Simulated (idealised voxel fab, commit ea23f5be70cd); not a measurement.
A process module follows: voxel self aligned vias.
Cross-section cut: width 255 nm, square cells of 5 nm.
A cross-section is written here as square cells arranged in a grid, and it is given in bands from the top down, each band taking up one or more rows of cells.
Quick guide to a band line: top height, bottom height (nm) up front; then every material left to right with its width in nm. Only one material and it's marked "full width"? Then it fills the band edge to edge. And "empty" just means empty space.
Heights are expressed relative to 0, this being the level below which the as-received wafer comprises one material exclusively. The lowest band is unbounded in the downward direction and is denoted as in "0 nm and below".
Quick explanation for "30 to 40": the width changes in equal steps down the rows of cells, from the first number in the band's top row to the second number in its bottom row.
Where a step carries "same as before", the cross-section came out of it unchanged, cell for cell.
"Enclosed void catalog": empty spaces of 8 cells or more with no open way to the top, each given as width x height at distance, distance from the left edge, all in nm.
Post-settings text on a step line: simulator's own remark regarding the step.
"overlay nm" answers the question of how far to the right of plan the mask lay on a step that has a mask, and when it is negative the answer is to the left.
### Planned step list for the process
1. RECEIVE, material Si
2. CONFORMAL_DEP, material SiO2, thk nm 15
3. CONFORMAL_DEP, material SiCN, thk nm 5
4. DIRECTIONAL_DEP, material SiO2, thk nm 25
5. PATTERN, tone open, mask id LINES, material resist, width nm 30, pitch nm 70, thk nm 20, overlay nm 0
6. DIRECTIONAL_ETCH, etch materials SiO2, depth nm 25
7. STRIP, etch materials resist
8. CONFORMAL_DEP, material TiN, thk nm 5
9. FILL_DEP, material W, thk nm 5
10. CMP, height nm 45
11. SELECTIVE_ETCH, etch materials W Ru TiN, depth nm 5
12. FILL_DEP, material SiN, thk nm 5
13. CMP, height nm 45
14. DIRECTIONAL_DEP, material SiO2, thk nm 20
15. PATTERN, tone open, mask id VIAS, material resist, width nm 40, pitch nm 70, thk nm 20, overlay nm 0
16. DIRECTIONAL_ETCH, etch materials SiO2, depth nm 20
17. DIRECTIONAL_ETCH, etch materials SiN, depth nm 5
18. STRIP, etch materials resist
19. CONFORMAL_DEP, material TiN, thk nm 5
20. FILL_DEP, material W, thk nm 5
21. CMP, height nm 65
22. CONFORMAL_DEP, material SiN, thk nm 5
### As-received state of the wafer in cross-section, equivalent to post-step 1
> 0 nm and below  Si full width
> Enclosed void catalog: none
### Starting structure and process plan are as shown above, but one mistake was made in running the module; the wafer cross-section at the end of the module follows
> 70 nm to 65 nm  SiN full width
> 65 nm to 50 nm  SiO2: 70 | TiN: 5 | W: 30 | TiN: 5 | SiO2: 30 | TiN: 5 | W: 30 | TiN: 5 | SiO2: 75
> 50 nm to 45 nm  SiO2: 70 | TiN: 40 | SiO2: 30 | TiN: 40 | SiO2: 75
> 45 nm to 40 nm  SiN: 70 | TiN: 5 | SiO2: 30 | TiN: 5 | SiN: 30 | TiN: 5 | SiO2: 30 | TiN: 5 | SiN: 75
> 40 nm to 25 nm  W: 70 | TiN: 5 | SiO2: 30 | TiN: 5 | W: 30 | TiN: 5 | SiO2: 30 | TiN: 5 | W: 75
> 25 nm to 20 nm  TiN: 75 | SiO2: 30 | TiN: 40 | SiO2: 30 | TiN: 80
> 20 nm to 15 nm  SiCN full width
> 15 nm to 0 nm  SiO2 full width
> 0 nm and below  Si full width
> Enclosed void catalog: none
Short version of what went wrong: step 5 ran with different settings than intended, the actual operation and settings being PATTERN, tone cover, mask id LINES, material resist, width nm 30, pitch nm 70, thk nm 20, overlay nm 0
